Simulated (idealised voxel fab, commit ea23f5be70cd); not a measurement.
process module | voxel ribs on slabs
We display cut, a cross-section 150 nm in width whose square cells are each 5 nm.
A cross-section is a grid of square cells, given in bands from the top down. A band is one or more rows of cells.
Quick guide to a band line: top height, bottom height (nm) up front; then every material left to right with its width in nm. Only one material and it's marked "everywhere"? Then it fills the band edge to edge. And "blank" just means empty space.
Measure heights from 0. That's the level where, below it, the as-received wafer is all one material. The lowest band is bottomless and extends downward; write it as in "0 and below".
Width "30..40": first value at the band's top row of cells, second value at its bottom row, equal change from row to row.
Any step labelled "nothing was modified" changed none of the cells in the cross-section.
"Closed void entries": empty spaces of 8 cells or more with no open way to the top, each given as width x height at distance, distance from the left edge, all in nm.
Note: text after step settings on the step line = simulator remark on that step.
"overlay nm" on a masked step: distance the mask lay right of its planned place, negative for left.
Note: before/after cross-section pairs follow, one process step per pair, after-side truncated at the lowest changed band, step and settings given beneath. Different runs of this module on the same starting wafer may supply the pairs; a pair continues the one above only where the "Structure before processing" entry says so.
Structure before processing:
	0 and below  Si everywhere
	Closed void entries: none
Section, Post-Step:
	25 down to 0  SiO2 everywhere
	Nothing below the height 0 has changed.
	Closed void entries: none
Between before and after, shown above: DIRECTIONAL_DEP [material SiO2] [thk nm 25]
Structure before processing: the pre-step structure is the one depicted after the step in the pair just above.
Section, Post-Step:
	40 down to 25  polySi everywhere
	Nothing below the height 25 has changed.
	Closed void entries: none
Between before and after, shown above: DIRECTIONAL_DEP [material polySi] [thk nm 15]
Structure before processing: the pre-step structure is the one depicted after the step in the pair just above.
Section, Post-Step:
	50 down to 40  aC everywhere
	Nothing below the height 40 has changed.
	Closed void entries: none
Between before and after, shown above: DIRECTIONAL_DEP [material aC] [thk nm 10]
Structure before processing: the pre-step structure is the one depicted after the step in the pair just above.
Section, Post-Step:
	75 down to 50  blank: 65 / resist: 15 / blank: 70
	Nothing below the height 50 has changed.
	Closed void entries: none
Between before and after, shown above: PATTERN [tone cover] [mask id RIB] [material resist] [width nm 15] [thk nm 25] [overlay nm 0]
Structure before processing: the pre-step structure is the one depicted after the step in the pair just above.
Section, Post-Step:
	65 down to 50  blank: 65 / resist: 15 / blank: 70
	50 down to 40  blank: 65 / aC: 15 / blank: 70
	Nothing below the height 40 has changed.
	Closed void entries: none
Between before and after, shown above: DIRECTIONAL_ETCH [etch materials aC] [depth nm 10]
Structure before processing: the pre-step structure is the one depicted after the step in the pair just above.
Section, Post-Step:
	50 down to 40  blank: 65 / aC: 15 / blank: 70
	Nothing below the height 40 has changed.
	Closed void entries: none
Between before and after, shown above: STRIP [etch materials resist]
Structure before processing: the pre-step structure is the one depicted after the step in the pair just above.
Section, Post-Step:
	50 down to 40  blank: 65 / aC: 15 / blank: 70
	40 down to 30  blank: 65 / polySi: 15 / blank: 70
	Nothing below the height 30 has changed.
	Closed void entries: none
Between before and after, shown above: DIRECTIONAL_ETCH [etch materials polySi] [depth nm 10]
Structure before processing: the pre-step structure is the one depicted after the step in the pair just above.
Section, Post-Step:
	40 down to 30  blank: 65 / polySi: 15 / blank: 70
	Nothing below the height 30 has changed.
	Closed void entries: none
Between before and after, shown above: STRIP [etch materials aC]
Structure before processing: the pre-step structure is the one depicted after the step in the pair just above.
Section, Post-Step:
	55 down to 45  blank: 65 / aC: 15 / blank: 70
	45 down to 40  aC everywhere
	40 down to 30  aC: 65 / polySi: 15 / aC: 70
	Nothing below the height 30 has changed.
	Closed void entries: none
Between before and after, shown above: DIRECTIONAL_DEP [material aC] [thk nm 15]
Structure before processing: the pre-step structure is the one depicted after the step in the pair just above.
Section, Post-Step:
	90 down to 55  blank: 45 / resist: 55 / blank: 50
	55 down to 45  blank: 45 / resist: 20 / aC: 15 / resist: 20 / blank: 50
	Nothing below the height 45 has changed.
	Closed void entries: none
Between before and after, shown above: PATTERN [tone cover] [mask id SLAB] [material resist] [width nm 55] [thk nm 35] [overlay nm 0]
Structure before processing: the pre-step structure is the one depicted after the step in the pair just above.
Section, Post-Step:
	75 down to 55  blank: 45 / resist: 55 / blank: 50
	55 down to 45  blank: 45 / resist: 20 / aC: 15 / resist: 20 / blank: 50
	45 down to 40  blank: 45 / aC: 55 / blank: 50
	40 down to 30  blank: 45 / aC: 20 / polySi: 15 / aC: 20 / blank: 50
	Nothing below the height 30 has changed.
	Closed void entries: none
Between before and after, shown above: DIRECTIONAL_ETCH [etch materials aC] [depth nm 15]
Structure before processing: the pre-step structure is the one depicted after the step in the pair just above.
Section, Post-Step:
	55 down to 45  blank: 65 / aC: 15 / blank: 70
	Nothing below the height 45 has changed.
	Closed void entries: none
Between before and after, shown above: STRIP [etch materials resist]
Structure before processing: the pre-step structure is the one depicted after the step in the pair just above.
Section, Post-Step:
	55 down to 45  blank: 65 / aC: 15 / blank: 70
	45 down to 40  blank: 45 / aC: 55 / blank: 50
	40 down to 30  blank: 45 / aC: 20 / polySi: 15 / aC: 20 / blank: 50
	30 down to 25  blank: 45 / polySi: 55 / blank: 50
	Nothing below the height 25 has changed.
	Closed void entries: none
Between before and after, shown above: DIRECTIONAL_ETCH [etch materials polySi] [depth nm 5]
Structure before processing: the pre-step structure is the one depicted after the step in the pair just above.
Section, Post-Step:
	40 down to 30  blank: 65 / polySi: 15 / blank: 70
	Nothing below the height 30 has changed.
	Closed void entries: none
Between before and after, shown above: STRIP [etch materials aC]
Structure before processing: the pre-step structure is the one depicted after the step in the pair just above.
Section, Post-Step:
	55 down to 40  SiO2 everywhere
	40 down to 30  SiO2: 65 / polySi: 15 / SiO2: 70
	30 down to 25  SiO2: 45 / polySi: 55 / SiO2: 50
	Nothing below the height 25 has changed.
	Closed void entries: none
Between before and after, shown above: FILL_DEP [material SiO2] [thk nm 15]
Structure before processing: the pre-step structure is the one depicted after the step in the pair just above.
Section, Post-Step:
	50 down to 40  SiO2 everywhere
	Nothing below the height 40 has changed.
	Closed void entries: none
Between before and after, shown above: CMP [height nm 50]
Structure before processing: the pre-step structure is the one depicted after the step in the pair just above.
Section, Post-Step:
	60 down to 50  TiN everywhere
	Nothing below the height 50 has changed.
	Closed void entries: none
Between before and after, shown above: DIRECTIONAL_DEP [material TiN] [thk nm 10]
Structure before processing: the pre-step structure is the one depicted after the step in the pair just above.
Section, Post-Step:
	75 down to 60  aC everywhere
	Nothing below the height 60 has changed.
	Closed void entries: none
Between before and after, shown above: DIRECTIONAL_DEP [material aC] [thk nm 15]
Structure before processing: the pre-step structure is the one depicted after the step in the pair just above.
Section, Post-Step:
	110 down to 75  blank: 60 / resist: 25 / blank: 65
	Nothing below the height 75 has changed.
	Closed void entries: none
Between before and after, shown above: PATTERN [tone cover] [mask id HEATER] [material resist] [width nm 25] [thk nm 35] [overlay nm 0]
Structure before processing: the pre-step structure is the one depicted after the step in the pair just above.
Section, Post-Step:
	95 down to 75  blank: 60 / resist: 25 / blank: 65
	75 down to 60  blank: 60 / aC: 25 / blank: 65
	Nothing below the height 60 has changed.
	Closed void entries: none
Between before and after, shown above: DIRECTIONAL_ETCH [etch materials aC] [depth nm 15]
Structure before processing: the pre-step structure is the one depicted after the step in the pair just above.
Section, Post-Step:
	75 down to 60  blank: 60 / aC: 25 / blank: 65
	Nothing below the height 60 has changed.
	Closed void entries: none
Between before and after, shown above: STRIP [etch materials resist]
Structure before processing: the pre-step structure is the one depicted after the step in the pair just above.
Section, Post-Step:
	75 down to 60  blank: 60 / aC: 25 / blank: 65
	60 down to 50  blank: 60 / TiN: 25 / blank: 65
	Nothing below the height 50 has changed.
	Closed void entries: none
Between before and after, shown above: DIRECTIONAL_ETCH [etch materials TiN] [depth nm 10]
Structure before processing: the pre-step structure is the one depicted after the step in the pair just above.
Section, Post-Step:
	60 down to 50  blank: 60 / TiN: 25 / blank: 65
	Nothing below the height 50 has changed.
	Closed void entries: none
Between before and after, shown above: STRIP [etch materials aC]
Structure before processing: the pre-step structure is the one depicted after the step in the pair just above.
Section, Post-Step:
	65 down to 60  blank: 55 / SiN: 35 / blank: 60
	60 down to 55  blank: 55 / SiN: 5 / TiN: 25 / SiN: 5 / blank: 60
	55 down to 50  SiN: 60 / TiN: 25 / SiN: 65
	Nothing below the height 50 has changed.
	Closed void entries: none
Between before and after, shown above: CONFORMAL_DEP [material SiN] [thk nm 5]
Structure before processing:
	40 down to 25  polySi everywhere
	25 down to 0  SiO2 everywhere
	0 and below  Si everywhere
	Closed void entries: none
Section, Post-Step:
	55 down to 25  polySi everywhere
	Nothing below the height 25 has changed.
	Closed void entries: none
Between before and after, shown above: DIRECTIONAL_DEP [material polySi] [thk nm 15]
Structure before processing: the pre-step structure is the one depicted after the step in the pair just above.
Section, Post-Step:
	65 down to 55  aC everywhere
	Nothing below the height 55 has changed.
	Closed void entries: none
Between before and after, shown above: DIRECTIONAL_DEP [material aC] [thk nm 10]
Structure before processing: the pre-step structure is the one depicted after the step in the pair just above.
Section, Post-Step:
	90 down to 65  blank: 65 / resist: 15 / blank: 70
	Nothing below the height 65 has changed.
	Closed void entries: none
Between before and after, shown above: PATTERN [tone cover] [mask id RIB] [material resist] [width nm 15] [thk nm 25] [overlay nm 0]
Structure before processing: the pre-step structure is the one depicted after the step in the pair just above.
Section, Post-Step:
	80 down to 65  blank: 65 / resist: 15 / blank: 70
	65 down to 55  blank: 65 / aC: 15 / blank: 70
	Nothing below the height 55 has changed.
	Closed void entries: none
Between before and after, shown above: DIRECTIONAL_ETCH [etch materials aC] [depth nm 10]
Structure before processing: the pre-step structure is the one depicted after the step in the pair just above.
Section, Post-Step:
	65 down to 55  blank: 65 / aC: 15 / blank: 70
	Nothing below the height 55 has changed.
	Closed void entries: none
Between before and after, shown above: STRIP [etch materials resist]
Structure before processing: the pre-step structure is the one depicted after the step in the pair just above.
Section, Post-Step:
	65 down to 55  blank: 65 / aC: 15 / blank: 70
	55 down to 45  blank: 65 / polySi: 15 / blank: 70
	Nothing below the height 45 has changed.
	Closed void entries: none
Between before and after, shown above: DIRECTIONAL_ETCH [etch materials polySi] [depth nm 10]
Structure before processing: the pre-step structure is the one depicted after the step in the pair just above.
Section, Post-Step:
	55 down to 45  blank: 65 / polySi: 15 / blank: 70
	Nothing below the height 45 has changed.
	Closed void entries: none
Between before and after, shown above: STRIP [etch materials aC]
Structure before processing: the pre-step structure is the one depicted after the step in the pair just above.
Section, Post-Step:
	70 down to 60  blank: 65 / aC: 15 / blank: 70
	60 down to 55  aC everywhere
	55 down to 45  aC: 65 / polySi: 15 / aC: 70
	Nothing below the height 45 has changed.
	Closed void entries: none
Between before and after, shown above: DIRECTIONAL_DEP [material aC] [thk nm 15]
Structure before processing: the pre-step structure is the one depicted after the step in the pair just above.
Section, Post-Step:
	105 down to 70  blank: 45 / resist: 55 / blank: 50
	70 down to 60  blank: 45 / resist: 20 / aC: 15 / resist: 20 / blank: 50
	Nothing below the height 60 has changed.
	Closed void entries: none
Between before and after, shown above: PATTERN [tone cover] [mask id SLAB] [material resist] [width nm 55] [thk nm 35] [overlay nm 0]
Structure before processing: the pre-step structure is the one depicted after the step in the pair just above.
Section, Post-Step:
	90 down to 70  blank: 45 / resist: 55 / blank: 50
	70 down to 60  blank: 45 / resist: 20 / aC: 15 / resist: 20 / blank: 50
	60 down to 55  blank: 45 / aC: 55 / blank: 50
	55 down to 45  blank: 45 / aC: 20 / polySi: 15 / aC: 20 / blank: 50
	Nothing below the height 45 has changed.
	Closed void entries: none
Between before and after, shown above: DIRECTIONAL_ETCH [etch materials aC] [depth nm 15]
Structure before processing: the pre-step structure is the one depicted after the step in the pair just above.
Section, Post-Step:
	70 down to 60  blank: 65 / aC: 15 / blank: 70
	Nothing below the height 60 has changed.
	Closed void entries: none
Between before and after, shown above: STRIP [etch materials resist]
Structure before processing: the pre-step structure is the one depicted after the step in the pair just above.
Section, Post-Step:
	70 down to 60  blank: 65 / aC: 15 / blank: 70
	60 down to 55  blank: 45 / aC: 55 / blank: 50
	55 down to 45  blank: 45 / aC: 20 / polySi: 15 / aC: 20 / blank: 50
	45 down to 40  blank: 45 / polySi: 55 / blank: 50
	Nothing below the height 40 has changed.
	Closed void entries: none
Between before and after, shown above: DIRECTIONAL_ETCH [etch materials polySi] [depth nm 5]
Structure before processing: the pre-step structure is the one depicted after the step in the pair just above.
Section, Post-Step:
	55 down to 45  blank: 65 / polySi: 15 / blank: 70
	Nothing below the height 45 has changed.
	Closed void entries: none
Between before and after, shown above: STRIP [etch materials aC]
Structure before processing: the pre-step structure is the one depicted after the step in the pair just above.
Section, Post-Step:
	70 down to 55  SiO2 everywhere
	55 down to 45  SiO2: 65 / polySi: 15 / SiO2: 70
	45 down to 40  SiO2: 45 / polySi: 55 / SiO2: 50
	Nothing below the height 40 has changed.
	Closed void entries: none
Between before and after, shown above: FILL_DEP [material SiO2] [thk nm 15]
Structure before processing: the pre-step structure is the one depicted after the step in the pair just above.
Section, Post-Step:
	50 down to 40  SiO2: 65..45 / polySi: 15..55 / SiO2: 70..50
	Nothing below the height 40 has changed.
	Closed void entries: none
Between before and after, shown above: CMP [height nm 50]
Structure before processing: the pre-step structure is the one depicted after the step in the pair just above.
Section, Post-Step:
	60 down to 50  TiN everywhere
	Nothing below the height 50 has changed.
	Closed void entries: none
Between before and after, shown above: DIRECTIONAL_DEP [material TiN] [thk nm 10]
Structure before processing: the pre-step structure is the one depicted after the step in the pair just above.
Section, Post-Step:
	75 down to 60  aC everywhere
	Nothing below the height 60 has changed.
	Closed void entries: none
Between before and after, shown above: DIRECTIONAL_DEP [material aC] [thk nm 15]
Structure before processing: the pre-step structure is the one depicted after the step in the pair just above.
Section, Post-Step:
	110 down to 75  blank: 60 / resist: 25 / blank: 65
	Nothing below the height 75 has changed.
	Closed void entries: none
Between before and after, shown above: PATTERN [tone cover] [mask id HEATER] [material resist] [width nm 25] [thk nm 35] [overlay nm 0]
Structure before processing: the pre-step structure is the one depicted after the step in the pair just above.
Section, Post-Step:
	95 down to 75  blank: 60 / resist: 25 / blank: 65
	75 down to 60  blank: 60 / aC: 25 / blank: 65
	Nothing below the height 60 has changed.
	Closed void entries: none
Between before and after, shown above: DIRECTIONAL_ETCH [etch materials aC] [depth nm 15]
Structure before processing: the pre-step structure is the one depicted after the step in the pair just above.
Section, Post-Step:
	75 down to 60  blank: 60 / aC: 25 / blank: 65
	Nothing below the height 60 has changed.
	Closed void entries: none
Between before and after, shown above: STRIP [etch materials resist]
Structure before processing: the pre-step structure is the one depicted after the step in the pair just above.
Section, Post-Step:
	75 down to 60  blank: 60 / aC: 25 / blank: 65
	60 down to 50  blank: 60 / TiN: 25 / blank: 65
	Nothing below the height 50 has changed.
	Closed void entries: none
Between before and after, shown above: DIRECTIONAL_ETCH [etch materials TiN] [depth nm 10]
Structure before processing: the pre-step structure is the one depicted after the step in the pair just above.
Section, Post-Step:
	60 down to 50  blank: 60 / TiN: 25 / blank: 65
	Nothing below the height 50 has changed.
	Closed void entries: none
Between before and after, shown above: STRIP [etch materials aC]
Structure before processing: the pre-step structure is the one depicted after the step in the pair just above.
Section, Post-Step:
	65 down to 60  blank: 55 / SiN: 35 / blank: 60
	60 down to 55  blank: 55 / SiN: 5 / TiN: 25 / SiN: 5 / blank: 60
	55 down to 50  SiN: 60 / TiN: 25 / SiN: 65
	Nothing below the height 50 has changed.
	Closed void entries: none
Between before and after, shown above: CONFORMAL_DEP [material SiN] [thk nm 5]
Structure before processing:
	0 and below  Si everywhere
	Closed void entries: none
Section, Post-Step:
	15 down to 0  polySi everywhere
	Nothing below the height 0 has changed.
	Closed void entries: none
Between before and after, shown above: DIRECTIONAL_DEP [material polySi] [thk nm 15]
Structure before processing: the pre-step structure is the one depicted after the step in the pair just above.
Section, Post-Step:
	40 down to 15  SiO2 everywhere
	Nothing below the height 15 has changed.
	Closed void entries: none
Between before and after, shown above: DIRECTIONAL_DEP [material SiO2] [thk nm 25]
Structure before processing: the pre-step structure is the one depicted after the step in the pair just above.
Section, Post-Step:
	50 down to 40  aC everywhere
	Nothing below the height 40 has changed.
	Closed void entries: none
Between before and after, shown above: DIRECTIONAL_DEP [material aC] [thk nm 10]
Structure before processing: the pre-step structure is the one depicted after the step in the pair just above.
Section, Post-Step:
	75 down to 50  blank: 65 / resist: 15 / blank: 70
	Nothing below the height 50 has changed.
	Closed void entries: none
Between before and after, shown above: PATTERN [tone cover] [mask id RIB] [material resist] [width nm 15] [thk nm 25] [overlay nm 0]
Structure before processing: the pre-step structure is the one depicted after the step in the pair just above.
Section, Post-Step:
	65 down to 50  blank: 65 / resist: 15 / blank: 70
	50 down to 40  blank: 65 / aC: 15 / blank: 70
	Nothing below the height 40 has changed.
	Closed void entries: none
Between before and after, shown above: DIRECTIONAL_ETCH [etch materials aC] [depth nm 10]
Structure before processing: the pre-step structure is the one depicted after the step in the pair just above.
Section, Post-Step:
	50 down to 40  blank: 65 / aC: 15 / blank: 70
	Nothing below the height 40 has changed.
	Closed void entries: none
Between before and after, shown above: STRIP [etch materials resist]
Structure before processing: the pre-step structure is the one depicted after the step in the pair just above.
Section, Post-Step:
	40 down to 15  SiO2 everywhere
	Nothing below the height 15 has changed.
	Closed void entries: none
Between before and after, shown above: STRIP [etch materials aC]
Structure before processing: the pre-step structure is the one depicted after the step in the pair just above.
Section, Post-Step:
	55 down to 40  aC everywhere
	Nothing below the height 40 has changed.
	Closed void entries: none
Between before and after, shown above: DIRECTIONAL_DEP [material aC] [thk nm 15]
Structure before processing: the pre-step structure is the one depicted after the step in the pair just above.
Section, Post-Step:
	90 down to 55  blank: 45 / resist: 55 / blank: 50
	Nothing below the height 55 has changed.
	Closed void entries: none
Between before and after, shown above: PATTERN [tone cover] [mask id SLAB] [material resist] [width nm 55] [thk nm 35] [overlay nm 0]
Structure before processing: the pre-step structure is the one depicted after the step in the pair just above.
Section, Post-Step:
	75 down to 55  blank: 45 / resist: 55 / blank: 50
	55 down to 40  blank: 45 / aC: 55 / blank: 50
	Nothing below the height 40 has changed.
	Closed void entries: none
Between before and after, shown above: DIRECTIONAL_ETCH [etch materials aC] [depth nm 15]
Structure before processing: the pre-step structure is the one depicted after the step in the pair just above.
Section, Post-Step:
	55 down to 40  blank: 45 / aC: 55 / blank: 50
	Nothing below the height 40 has changed.
	Closed void entries: none
Between before and after, shown above: STRIP [etch materials resist]
Structure before processing: the pre-step structure is the one depicted after the step in the pair just above.
Section, Post-Step:
	40 down to 15  SiO2 everywhere
	Nothing below the height 15 has changed.
	Closed void entries: none
Between before and after, shown above: STRIP [etch materials aC]
Structure before processing: the pre-step structure is the one depicted after the step in the pair just above.
Section, Post-Step:
	55 down to 15  SiO2 everywhere
	Nothing below the height 15 has changed.
	Closed void entries: none
Between before and after, shown above: FILL_DEP [material SiO2] [thk nm 15]
Structure before processing: the pre-step structure is the one depicted after the step in the pair just above.
Section, Post-Step:
	50 down to 15  SiO2 everywhere
	Nothing below the height 15 has changed.
	Closed void entries: none
Between before and after, shown above: CMP [height nm 50]
Structure before processing: the pre-step structure is the one depicted after the step in the pair just above.
Section, Post-Step:
	60 down to 50  TiN everywhere
	Nothing below the height 50 has changed.
	Closed void entries: none
Between before and after, shown above: DIRECTIONAL_DEP [material TiN] [thk nm 10]
Structure before processing: the pre-step structure is the one depicted after the step in the pair just above.
Section, Post-Step:
	75 down to 60  aC everywhere
	Nothing below the height 60 has changed.
	Closed void entries: none
Between before and after, shown above: DIRECTIONAL_DEP [material aC] [thk nm 15]
Structure before processing: the pre-step structure is the one depicted after the step in the pair just above.
Section, Post-Step:
	110 down to 75  blank: 60 / resist: 25 / blank: 65
	Nothing below the height 75 has changed.
	Closed void entries: none
Between before and after, shown above: PATTERN [tone cover] [mask id HEATER] [material resist] [width nm 25] [thk nm 35] [overlay nm 0]
Structure before processing: the pre-step structure is the one depicted after the step in the pair just above.
Section, Post-Step:
	95 down to 75  blank: 60 / resist: 25 / blank: 65
	75 down to 60  blank: 60 / aC: 25 / blank: 65
	Nothing below the height 60 has changed.
	Closed void entries: none
Between before and after, shown above: DIRECTIONAL_ETCH [etch materials aC] [depth nm 15]
Structure before processing: the pre-step structure is the one depicted after the step in the pair just above.
Section, Post-Step:
	75 down to 60  blank: 60 / aC: 25 / blank: 65
	Nothing below the height 60 has changed.
	Closed void entries: none
Between before and after, shown above: STRIP [etch materials resist]
Structure before processing: the pre-step structure is the one depicted after the step in the pair just above.
Section, Post-Step:
	75 down to 60  blank: 60 / aC: 25 / blank: 65
	60 down to 50  blank: 60 / TiN: 25 / blank: 65
	Nothing below the height 50 has changed.
	Closed void entries: none
Between before and after, shown above: DIRECTIONAL_ETCH [etch materials TiN] [depth nm 10]
Structure before processing: the pre-step structure is the one depicted after the step in the pair just above.
Section, Post-Step:
	60 down to 50  blank: 60 / TiN: 25 / blank: 65
	Nothing below the height 50 has changed.
	Closed void entries: none
Between before and after, shown above: STRIP [etch materials aC]
Structure before processing: the pre-step structure is the one depicted after the step in the pair just above.
Section, Post-Step:
	65 down to 60  blank: 55 / SiN: 35 / blank: 60
	60 down to 55  blank: 55 / SiN: 5 / TiN: 25 / SiN: 5 / blank: 60
	55 down to 50  SiN: 60 / TiN: 25 / SiN: 65
	Nothing below the height 50 has changed.
	Closed void entries: none
Between before and after, shown above: CONFORMAL_DEP [material SiN] [thk nm 5]
Structure before processing:
	25 down to 0  SiO2 everywhere
	0 and below  Si everywhere
	Closed void entries: none
Section, Post-Step:
	45 down to 25  polySi everywhere
	Nothing below the height 25 has changed.
	Closed void entries: none
Between before and after, shown above: DIRECTIONAL_DEP [material polySi] [thk nm 20]
Structure before processing: the pre-step structure is the one depicted after the step in the pair just above.
Section, Post-Step:
	55 down to 45  aC everywhere
	Nothing below the height 45 has changed.
	Closed void entries: none
Between before and after, shown above: DIRECTIONAL_DEP [material aC] [thk nm 10]
Structure before processing: the pre-step structure is the one depicted after the step in the pair just above.
Section, Post-Step:
	80 down to 55  blank: 65 / resist: 15 / blank: 70
	Nothing below the height 55 has changed.
	Closed void entries: none
Between before and after, shown above: PATTERN [tone cover] [mask id RIB] [material resist] [width nm 15] [thk nm 25] [overlay nm 0]
Structure before processing: the pre-step structure is the one depicted after the step in the pair just above.
Section, Post-Step:
	70 down to 55  blank: 65 / resist: 15 / blank: 70
	55 down to 45  blank: 65 / aC: 15 / blank: 70
	Nothing below the height 45 has changed.
	Closed void entries: none
Between before and after, shown above: DIRECTIONAL_ETCH [etch materials aC] [depth nm 10]
Structure before processing: the pre-step structure is the one depicted after the step in the pair just above.
Section, Post-Step:
	55 down to 45  blank: 65 / aC: 15 / blank: 70
	Nothing below the height 45 has changed.
	Closed void entries: none
Between before and after, shown above: STRIP [etch materials resist]
Structure before processing: the pre-step structure is the one depicted after the step in the pair just above.
Section, Post-Step:
	55 down to 45  blank: 65 / aC: 15 / blank: 70
	45 down to 35  blank: 65 / polySi: 15 / blank: 70
	Nothing below the height 35 has changed.
	Closed void entries: none
Between before and after, shown above: DIRECTIONAL_ETCH [etch materials polySi] [depth nm 10]
Structure before processing: the pre-step structure is the one depicted after the step in the pair just above.
Section, Post-Step:
	45 down to 35  blank: 65 / polySi: 15 / blank: 70
	Nothing below the height 35 has changed.
	Closed void entries: none
Between before and after, shown above: STRIP [etch materials aC]
Structure before processing: the pre-step structure is the one depicted after the step in the pair just above.
Section, Post-Step:
	60 down to 50  blank: 65 / aC: 15 / blank: 70
	50 down to 45  aC everywhere
	45 down to 35  aC: 65 / polySi: 15 / aC: 70
	Nothing below the height 35 has changed.
	Closed void entries: none
Between before and after, shown above: DIRECTIONAL_DEP [material aC] [thk nm 15]
Structure before processing: the pre-step structure is the one depicted after the step in the pair just above.
Section, Post-Step:
	95 down to 60  blank: 45 / resist: 55 / blank: 50
	60 down to 50  blank: 45 / resist: 20 / aC: 15 / resist: 20 / blank: 50
	Nothing below the height 50 has changed.
	Closed void entries: none
Between before and after, shown above: PATTERN [tone cover] [mask id SLAB] [material resist] [width nm 55] [thk nm 35] [overlay nm 0]
Structure before processing: the pre-step structure is the one depicted after the step in the pair just above.
Section, Post-Step:
	80 down to 60  blank: 45 / resist: 55 / blank: 50
	60 down to 50  blank: 45 / resist: 20 / aC: 15 / resist: 20 / blank: 50
	50 down to 45  blank: 45 / aC: 55 / blank: 50
	45 down to 35  blank: 45 / aC: 20 / polySi: 15 / aC: 20 / blank: 50
	Nothing below the height 35 has changed.
	Closed void entries: none
Between before and after, shown above: DIRECTIONAL_ETCH [etch materials aC] [depth nm 15]
Structure before processing: the pre-step structure is the one depicted after the step in the pair just above.
Section, Post-Step:
	60 down to 50  blank: 65 / aC: 15 / blank: 70
	Nothing below the height 50 has changed.
	Closed void entries: none
Between before and after, shown above: STRIP [etch materials resist]
Structure before processing: the pre-step structure is the one depicted after the step in the pair just above.
Section, Post-Step:
	60 down to 50  blank: 65 / aC: 15 / blank: 70
	50 down to 45  blank: 45 / aC: 55 / blank: 50
	45 down to 35  blank: 45 / aC: 20 / polySi: 15 / aC: 20 / blank: 50
	35 down to 30  blank: 45 / polySi: 55 / blank: 50
	Nothing below the height 30 has changed.
	Closed void entries: none
Between before and after, shown above: DIRECTIONAL_ETCH [etch materials polySi] [depth nm 5]
Structure before processing: the pre-step structure is the one depicted after the step in the pair just above.
Section, Post-Step:
	45 down to 35  blank: 65 / polySi: 15 / blank: 70
	Nothing below the height 35 has changed.
	Closed void entries: none
Between before and after, shown above: STRIP [etch materials aC]
Structure before processing: the pre-step structure is the one depicted after the step in the pair just above.
Section, Post-Step:
	60 down to 45  SiO2 everywhere
	45 down to 35  SiO2: 65 / polySi: 15 / SiO2: 70
	35 down to 30  SiO2: 45 / polySi: 55 / SiO2: 50
	Nothing below the height 30 has changed.
	Closed void entries: none
Between before and after, shown above: FILL_DEP [material SiO2] [thk nm 15]
Structure before processing: the pre-step structure is the one depicted after the step in the pair just above.
Section, Post-Step:
	50 down to 45  SiO2 everywhere
	Nothing below the height 45 has changed.
	Closed void entries: none
Between before and after, shown above: CMP [height nm 50]
Structure before processing: the pre-step structure is the one depicted after the step in the pair just above.
Section, Post-Step:
	60 down to 50  TiN everywhere
	Nothing below the height 50 has changed.
	Closed void entries: none
Between before and after, shown above: DIRECTIONAL_DEP [material TiN] [thk nm 10]
Structure before processing: the pre-step structure is the one depicted after the step in the pair just above.
Section, Post-Step:
	75 down to 60  aC everywhere
	Nothing below the height 60 has changed.
	Closed void entries: none
Between before and after, shown above: DIRECTIONAL_DEP [material aC] [thk nm 15]
Structure before processing: the pre-step structure is the one depicted after the step in the pair just above.
Section, Post-Step:
	110 down to 75  blank: 60 / resist: 25 / blank: 65
	Nothing below the height 75 has changed.
	Closed void entries: none
Between before and after, shown above: PATTERN [tone cover] [mask id HEATER] [material resist] [width nm 25] [thk nm 35] [overlay nm 0]
Structure before processing: the pre-step structure is the one depicted after the step in the pair just above.
Section, Post-Step:
	95 down to 75  blank: 60 / resist: 25 / blank: 65
	75 down to 60  blank: 60 / aC: 25 / blank: 65
	Nothing below the height 60 has changed.
	Closed void entries: none
Between before and after, shown above: DIRECTIONAL_ETCH [etch materials aC] [depth nm 15]
Structure before processing: the pre-step structure is the one depicted after the step in the pair just above.
Section, Post-Step:
	75 down to 60  blank: 60 / aC: 25 / blank: 65
	Nothing below the height 60 has changed.
	Closed void entries: none
Between before and after, shown above: STRIP [etch materials resist]
Structure before processing: the pre-step structure is the one depicted after the step in the pair just above.
Section, Post-Step:
	75 down to 60  blank: 60 / aC: 25 / blank: 65
	60 down to 50  blank: 60 / TiN: 25 / blank: 65
	Nothing below the height 50 has changed.
	Closed void entries: none
Between before and after, shown above: DIRECTIONAL_ETCH [etch materials TiN] [depth nm 10]
Structure before processing: the pre-step structure is the one depicted after the step in the pair just above.
Section, Post-Step:
	60 down to 50  blank: 60 / TiN: 25 / blank: 65
	Nothing below the height 50 has changed.
	Closed void entries: none
Between before and after, shown above: STRIP [etch materials aC]
Structure before processing: the pre-step structure is the one depicted after the step in the pair just above.
Section, Post-Step:
	65 down to 60  blank: 55 / SiN: 35 / blank: 60
	60 down to 55  blank: 55 / SiN: 5 / TiN: 25 / SiN: 5 / blank: 60
	55 down to 50  SiN: 60 / TiN: 25 / SiN: 65
	Nothing below the height 50 has changed.
	Closed void entries: none
Between before and after, shown above: CONFORMAL_DEP [material SiN] [thk nm 5]
Structure before processing:
	75 down to 60  aC everywhere
	60 down to 50  TiN everywhere
	50 down to 40  SiO2 everywhere
	40 down to 30  SiO2: 65 / polySi: 15 / SiO2: 70
	30 down to 25  SiO2: 45 / polySi: 55 / SiO2: 50
	25 down to 0  SiO2 everywhere
	0 and below  Si everywhere
	Closed void entries: none
Section, Post-Step:
	110 down to 75  blank: 65 / resist: 20 / blank: 65
	Nothing below the height 75 has changed.
	Closed void entries: none
Between before and after, shown above: PATTERN [tone cover] [mask id HEATER] [material resist] [width nm 20] [thk nm 35] [overlay nm 0]
Structure before processing: the pre-step structure is the one depicted after the step in the pair just above.
Section, Post-Step:
	95 down to 75  blank: 65 / resist: 20 / blank: 65
	75 down to 60  blank: 65 / aC: 20 / blank: 65
	Nothing below the height 60 has changed.
	Closed void entries: none
Between before and after, shown above: DIRECTIONAL_ETCH [etch materials aC] [depth nm 15]
Structure before processing: the pre-step structure is the one depicted after the step in the pair just above.
Section, Post-Step:
	75 down to 60  blank: 65 / aC: 20 / blank: 65
	Nothing below the height 60 has changed.
	Closed void entries: none
Between before and after, shown above: STRIP [etch materials resist]
Structure before processing: the pre-step structure is the one depicted after the step in the pair just above.
Section, Post-Step:
	75 down to 60  blank: 65 / aC: 20 / blank: 65
	60 down to 50  blank: 65 / TiN: 20 / blank: 65
	Nothing below the height 50 has changed.
	Closed void entries: none
Between before and after, shown above: DIRECTIONAL_ETCH [etch materials TiN] [depth nm 10]
Structure before processing: the pre-step structure is the one depicted after the step in the pair just above.
Section, Post-Step:
	60 down to 50  blank: 65 / TiN: 20 / blank: 65
	Nothing below the height 50 has changed.
	Closed void entries: none
Between before and after, shown above: STRIP [etch materials aC]
Structure before processing: the pre-step structure is the one depicted after the step in the pair just above.
Section, Post-Step:
	65 down to 60  blank: 60 / SiN: 30 / blank: 60
	60 down to 55  blank: 60 / SiN: 5 / TiN: 20 / SiN: 5 / blank: 60
	55 down to 50  SiN: 65 / TiN: 20 / SiN: 65
	Nothing below the height 50 has changed.
	Closed void entries: none
Between before and after, shown above: CONFORMAL_DEP [material SiN] [thk nm 5]
